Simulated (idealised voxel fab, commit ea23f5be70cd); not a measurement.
This section sets out a process module, namely voxel plated lines.
Pictured: cross-section cut, 260 nm wide, on a grid of 5 nm square cells.
Throughout this document, each cross-section is represented as a grid of square cells and is presented as a sequence of bands enumerated from the top downward, where a band comprises one or more rows of cells. Read a band's entry like this: the first values are the height of its top and the height of its bottom in nm, and what follows is the sequence of materials from left to right, each with its width in nm. Note that "empty" is empty space, and that a single material marked "full width" reaches across the band from edge to edge. Convention: height 0 is the level below which the wafer, as received, is all one material. The lowest band does not terminate at the bottom but continues downward, represented as "from 0 down". Note: "30..40" means the width goes from the first number (top row of the band) to the second number (bottom row) in equal steps per row of cells. Given "nothing got changed" for a step, no cell of the cross-section differs between before and after that step. Listed in "Unvented cavities": every empty space of 8 or more cells without an open way to the top. Form: width x height at distance, the distance being from the left edge, all in nm. Formally, on a step line, whatever follows the settings is a remark that the simulator itself makes on the step. overlay nm: right-of-plan distance of the mask on a masked step; negative values mean left-of-plan.
plan:
1) RECEIVE: material Si
2) CONFORMAL_DEP: material SiO2, thk nm 10
3) DIRECTIONAL_DEP: material TiN, thk nm 5
4) PATTERN: tone open, mask id LINES, material resist, width nm 20, pitch nm 35, thk nm 35, overlay nm 0
5) EPI: material Ru, thk nm 10
6) EPI: material Ru, thk nm 5
7) EPI: material Ru, thk nm 5
8) STRIP: etch materials resist
9) DIRECTIONAL_ETCH: etch materials TiN, depth nm 5
10) CONFORMAL_DEP: material SiN, thk nm 5
Cross-section of the wafer as it came to us, i.e., already through step 1:
  from 0 down | Si full width
  Unvented cavities: none
The cross-section shown corresponds to the wafer at the conclusion of the module. The initial structure and the process plan are those presented above; however, one mistake occurred in executing the plan:
  from 40 to 35 | SiN: 90 | empty: 10 | SiN: 25 | empty: 10 | SiN: 25 | empty: 10 | SiN: 90
  from 35 to 15 | Ru: 85 | SiN: 5 | empty: 10 | SiN: 5 | Ru: 15 | SiN: 5 | empty: 10 | SiN: 5 | Ru: 15 | SiN: 5 | empty: 10 | SiN: 5 | Ru: 85
  from 15 to 10 | TiN: 85 | SiN: 20 | TiN: 15 | SiN: 20 | TiN: 15 | SiN: 20 | TiN: 85
  from 10 to 0 | SiO2 full width
  from 0 down | Si full width
  Unvented cavities: none
Run error: step 4 did not use the planned setting and instead ran as PATTERN: tone cover, mask id LINES, material resist, width nm 20, pitch nm 35, thk nm 35, overlay nm 0
